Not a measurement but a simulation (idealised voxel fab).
process module | voxel self aligned vias
cross-section cut | 215 nm wide | cells 5 nm
A cross-section is a grid of square cells, given in bands from the top down. A band is one or more rows of cells.
Each band's line starts with the height of the band's top and of its bottom, in nm. Then come its materials from left to right, each with its width in nm. One material with "throughout" fills the band from edge to edge. "air" is empty space.
Height 0 is the level under which the wafer as received is all one material. The lowest band goes on downwards, as in "0 down".
A width such as "30 to 40" changes by the same amount from each row of cells to the next, from the band's top row to its bottom row.
"no change" after a step means that no cell of the cross-section changed.
closed voids: empty space of 8 cells or more with no open way to the top, each as width x height at its distance from the left edge, in nm
after a step's settings: what the simulator itself notes on the step
overlay nm, on a step with a mask: how far to the right of its planned place the mask lay; to the left if negative
plan
1 op RECEIVE | material Si
2 op CONFORMAL_DEP | material SiO2 | thk nm 10
3 op CONFORMAL_DEP | material SiCN | thk nm 5
4 op DIRECTIONAL_DEP | material lowk | thk nm 30
5 op MASKED_ETCH | tone open | mask id LINES | width nm 25 | pitch nm 50 | etch materials lowk | depth nm 30 | overlay nm 0
6 op CONFORMAL_DEP | material TiN | thk nm 5
7 op FILL_DEP | material Ru | thk nm 5
8 op CMP | height nm 45
9 op SELECTIVE_ETCH | etch materials W Ru TiN | depth nm 5
10 op FILL_DEP | material SiN | thk nm 10
11 op CMP | height nm 45
12 op DIRECTIONAL_DEP | material lowk | thk nm 15
13 op PATTERN | tone open | mask id VIAS | material resist | width nm 35 | thk nm 15 | overlay nm 0
14 op DIRECTIONAL_ETCH | etch materials lowk | depth nm 15
15 op DIRECTIONAL_ETCH | etch materials SiN | depth nm 5
16 op STRIP | etch materials resist
17 op CONFORMAL_DEP | material TiN | thk nm 5
18 op FILL_DEP | material Cu | thk nm 10
19 op CMP | height nm 60
20 op CONFORMAL_DEP | material SiCN | thk nm 5
as received, after step 1
  0 down: Si throughout
  closed voids: none
a wafer at the end: this start, this plan, one mistake
  65 to 60: SiCN throughout
  60 to 50: Cu 60 | TiN 5 | lowk 35 | TiN 5 | Cu 110
  50 to 45: TiN 65 | lowk 35 | TiN 25 | Cu 15 | TiN 75
  45 to 40: lowk 70 | SiN 25 | lowk 25 | TiN 25 | lowk 70
  40 to 20: lowk 70 | TiN 5 | Ru 15 | TiN 5 | lowk 25 | TiN 5 | Ru 15 | TiN 5 | lowk 70
  20 to 15: lowk 70 | TiN 25 | lowk 25 | TiN 25 | lowk 70
  15 to 10: SiCN throughout
  10 to 0: SiO2 throughout
  0 down: Si throughout
  closed voids: none
what went wrong: step 13 ran as: op PATTERN | tone cover | mask id VIAS | material resist | width nm 35 | thk nm 15 | overlay nm 0
